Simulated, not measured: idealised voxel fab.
process module | voxel transistor to metal
cross-section cut | 150 nm wide | cells 5 nm
A cross-section is a grid of square cells, given in bands from the top down. A band is one or more rows of cells.
Each band's line starts with the height of the band's top and of its bottom, in nm. Then come its materials from left to right, each with its width in nm. One material with "throughout" fills the band from edge to edge. "air" is empty space.
Height 0 is the level under which the wafer as received is all one material. The lowest band goes on downwards, as in "0 down".
A width such as "30 to 40" changes by the same amount from each row of cells to the next, from the band's top row to its bottom row.
"no change" after a step means that no cell of the cross-section changed.
closed voids: empty space of 8 cells or more with no open way to the top, each as width x height at its distance from the left edge, in nm
after a step's settings: what the simulator itself notes on the step
overlay nm, on a step with a mask: how far to the right of its planned place the mask lay; to the left if negative
plan
1 op RECEIVE | material Si
2 op CONFORMAL_DEP | material SiO2 | thk nm 5
3 op CONFORMAL_DEP | material SiN | thk nm 10
4 op PATTERN | tone cover | mask id ACTIVE | material resist | width nm 115 | thk nm 15 | overlay nm 0
5 op DIRECTIONAL_ETCH | etch materials SiN | depth nm 10
6 op DIRECTIONAL_ETCH | etch materials SiO2 | depth nm 5
7 op DIRECTIONAL_ETCH | etch materials Si | depth nm 20
8 op STRIP | etch materials resist
9 op FILL_DEP | material SiO2 | thk nm 15
10 op CMP | height nm 15
11 op SELECTIVE_ETCH | etch materials SiO2 | depth nm 10
12 op STRIP | etch materials SiN
13 op SELECTIVE_ETCH | etch materials SiO2 | depth nm 5
14 op OXIDIZE | depth nm 5
15 op DIRECTIONAL_DEP | material polySi | thk nm 20
16 op DIRECTIONAL_DEP | material SiCN | thk nm 10
17 op DIRECTIONAL_DEP | material aC | thk nm 10
18 op PATTERN | tone cover | mask id GATE | material resist | width nm 35 | thk nm 30 | overlay nm 0
19 op DIRECTIONAL_ETCH | etch materials aC | depth nm 10
20 op STRIP | etch materials resist
21 op DIRECTIONAL_ETCH | etch materials SiCN | depth nm 20
22 op DIRECTIONAL_ETCH | etch materials polySi | depth nm 30
23 op STRIP | etch materials aC
24 op CONFORMAL_DEP | material SiN | thk nm 5
25 op DIRECTIONAL_ETCH | etch materials SiN | depth nm 5
26 op DIRECTIONAL_ETCH | etch materials SiO2 | depth nm 5
27 op DIRECTIONAL_ETCH | etch materials Si | depth nm 5
28 op EPI | material SiGe | thk nm 10
29 op FILL_DEP | material SiO2 | thk nm 10
30 op CMP | height nm 20
31 op STRIP | etch materials polySi
32 op SELECTIVE_ETCH | etch materials SiO2 | depth nm 5
33 op CONFORMAL_DEP | material HfO2 | thk nm 5
34 op CONFORMAL_DEP | material TiN | thk nm 5
35 op FILL_DEP | material W | thk nm 5
36 op CMP | height nm 15
37 op DIRECTIONAL_DEP | material SiO2 | thk nm 10
38 op PATTERN | tone open | mask id CONTACT | material resist | width nm 15 | pitch nm 90 | thk nm 20 | overlay nm 0
39 op DIRECTIONAL_ETCH | etch materials SiO2 | depth nm 25
40 op STRIP | etch materials resist
41 op CONFORMAL_DEP | material TiN | thk nm 5
42 op FILL_DEP | material W | thk nm 5
43 op CMP | height nm 25
44 op CONFORMAL_DEP | material SiCN | thk nm 5
45 op DIRECTIONAL_DEP | material lowk | thk nm 20
46 op PATTERN | tone open | mask id METAL_1 | material resist | width nm 15 | pitch nm 90 | thk nm 15 | overlay nm 0
47 op DIRECTIONAL_ETCH | etch materials lowk | depth nm 20
48 op DIRECTIONAL_ETCH | etch materials SiCN | depth nm 5
49 op STRIP | etch materials resist
50 op CONFORMAL_DEP | material TiN | thk nm 5
51 op FILL_DEP | material Ru | thk nm 5
52 op CMP | height nm 50
53 op EPI | material Ru | thk nm 5
54 op FILL_DEP | material SiCN | thk nm 5
as received, after step 1
  0 down: Si throughout
  closed voids: none
a wafer at the end: this start, this plan, one mistake
  60 to 55: SiCN throughout
  55 to 50: SiCN 15 | Ru 25 | SiCN 65 | Ru 25 | SiCN 20
  50 to 30: lowk 20 | TiN 5 | Ru 5 | TiN 5 | lowk 75 | TiN 5 | Ru 5 | TiN 5 | lowk 25
  30 to 25: SiCN 20 | TiN 15 | SiCN 75 | TiN 15 | SiCN 25
  25 to 15: SiO2 20 | TiN 5 | W 5 | TiN 5 | SiO2 75 | TiN 5 | W 5 | TiN 5 | SiO2 25
  15 to 5: SiO2 20 | TiN 5 | W 5 | TiN 5 | SiO2 15 | SiN 5 | HfO2 5 | TiN 5 | W 15 | TiN 5 | HfO2 5 | SiN 5 | SiO2 15 | TiN 5 | W 5 | TiN 5 | SiO2 25
  5 to 0: SiO2 20 | TiN 15 | SiO2 5 | SiGe 10 | SiN 5 | HfO2 5 | TiN 25 | HfO2 5 | SiN 5 | SiGe 10 | SiO2 5 | TiN 15 | SiO2 25
  0 to -5: SiO2 10 | SiGe 40 | HfO2 45 | SiGe 45 | SiO2 10
  -5 to -10: SiO2 15 | SiGe 35 | Si 45 | SiGe 40 | SiO2 15
  -10 to -20: SiO2 15 | Si 120 | SiO2 15
  -20 down: Si throughout
  closed voids: none
what went wrong: step 4 ran as: op PATTERN | tone cover | mask id ACTIVE | material resist | width nm 120 | thk nm 15 | overlay nm 0
